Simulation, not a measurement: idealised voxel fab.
Title: Process Module voxel fin reveal
For reference, the cross-section in this document is cut, with width 215 nm and square cells of 5 nm.
For the purposes of this document, a cross-section shall be understood as a grid of square cells, specified as bands listed in top-to-bottom order, each band consisting of one or more rows of cells.
Band: top height; bottom height; in nm. Then, left to right: material with width in nm, for each material. "everywhere": a single material spanning edge to edge. "air": empty space.
Convention: height 0 is the level below which the wafer, as received, is all one material. The lowest band does not terminate at the bottom but continues downward, represented as "z 0 and below".
The notation "30->40" denotes a width that varies across the rows of cells in the band, beginning at the first number in the top row, finishing at the second number in the bottom row, and changing by an identical amount from each row to the next.
Where a step carries "everything unchanged", the cross-section came out of it unchanged, cell for cell.
"Closed empty spaces" means: voids of 8 cells or more that are shut off from the top with no open way through. Written width x height at distance, distance from the left edge, in nm.
Heads up: the bit after the settings on a step's line is the simulator's remark on that step.
"overlay nm" denotes, for a step that has a mask, the displacement of the mask to the right of its planned place, with negative values corresponding to the left.

[The process steps that were planned are listed below]
1 RECEIVE (material Si)
2 CONFORMAL_DEP (material SiN; thk nm 10)
3 MASKED_ETCH (tone cover; mask id FINS; width nm 15; pitch nm 45; etch materials SiN; depth nm 10; overlay nm 0)
4 MASKED_ETCH (tone cover; mask id FINS; width nm 15; pitch nm 45; etch materials Si; depth nm 30; overlay nm 0)
5 OXIDIZE (depth nm 5)
6 FILL_DEP (material SiO2; thk nm 15)
7 CMP (height nm 10)
8 SELECTIVE_ETCH (etch materials SiO2; depth nm 20)
9 STRIP (etch materials SiN)

[first wafer, as planned]

[Delivered wafer in cross-section: state after step 1]
	z 0 and below | Si everywhere
	Closed empty spaces: none

[After step 2: wafer cross-section]
	z 10 to 0 | SiN everywhere
	Below 0 it's all the same as before, nothing changed down there.

[After step 3: wafer cross-section]
	z 10 to 0 | air: 75 | SiN: 15 | air: 30 | SiN: 15 | air: 80
	Below 0 it's all the same as before, nothing changed down there.

[After step 4: wafer cross-section]
	z 10 to 0 | air: 75 | SiN: 15 | air: 30 | SiN: 15 | air: 80
	z 0 to -30 | air: 75 | Si: 15 | air: 30 | Si: 15 | air: 80
	Below -30 it's all the same as before, nothing changed down there.

[After step 5: wafer cross-section]
	z 10 to 0 | air: 75 | SiN: 15 | air: 30 | SiN: 15 | air: 80
	z 0 to -30 | air: 75 | SiO2: 5 | Si: 5 | SiO2: 5 | air: 30 | SiO2: 5 | Si: 5 | SiO2: 5 | air: 80
	z -30 to -35 | SiO2: 80 | Si: 5 | SiO2: 40 | Si: 5 | SiO2: 85
	Below -35 it's all the same as before, nothing changed down there.

[After step 6: wafer cross-section]
	z 25 to 10 | SiO2 everywhere
	z 10 to 0 | SiO2: 75 | SiN: 15 | SiO2: 30 | SiN: 15 | SiO2: 80
	z 0 to -35 | SiO2: 80 | Si: 5 | SiO2: 40 | Si: 5 | SiO2: 85
	Below -35 it's all the same as before, nothing changed down there.

[After step 7: wafer cross-section]
	z 10 to 0 | SiO2: 75 | SiN: 15 | SiO2: 30 | SiN: 15 | SiO2: 80
	Below 0 it's all the same as before, nothing changed down there.

[After step 8: wafer cross-section]
	z 10 to 0 | air: 75 | SiN: 15 | air: 30 | SiN: 15 | air: 80
	z 0 to -10 | air: 80 | Si: 5 | air: 40 | Si: 5 | air: 85
	Below -10 it's all the same as before, nothing changed down there.

[After step 9: wafer cross-section]
	z 0 to -10 | air: 80 | Si: 5 | air: 40 | Si: 5 | air: 85
	Below -10 it's all the same as before, nothing changed down there.

[The second wafer: identical to the first at the outset and in its planned sequence, differing only in that one mistake was made during processing; up to and including step 7, its path is the first wafer's path]

[Look at the second wafer in cross-section at the time step 8 ought to have finished]
	z 10 to 0 | SiO2: 75 | air: 15 | SiO2: 30 | air: 15 | SiO2: 80
	Below 0 it's all the same as before, nothing changed down there.

[Look at the second wafer in cross-section at the time step 9 ought to have finished]
	z 0 to -10 | air: 80 | Si: 5 | air: 40 | Si: 5 | air: 85
	z -10 to -20 | SiO2: 55 | air: 25 | Si: 5 | air: 40 | Si: 5 | air: 25 | SiO2: 60
	Below -20 it's all the same as before, nothing changed down there.
What broke from the plan during processing? the intended sequence of steps 8 and 9 was reversed during processing, with each occupying the position of the other
Wafer comparison, final, in cells, second relative to first, materials more or fewer: 36 fewer of SiO2
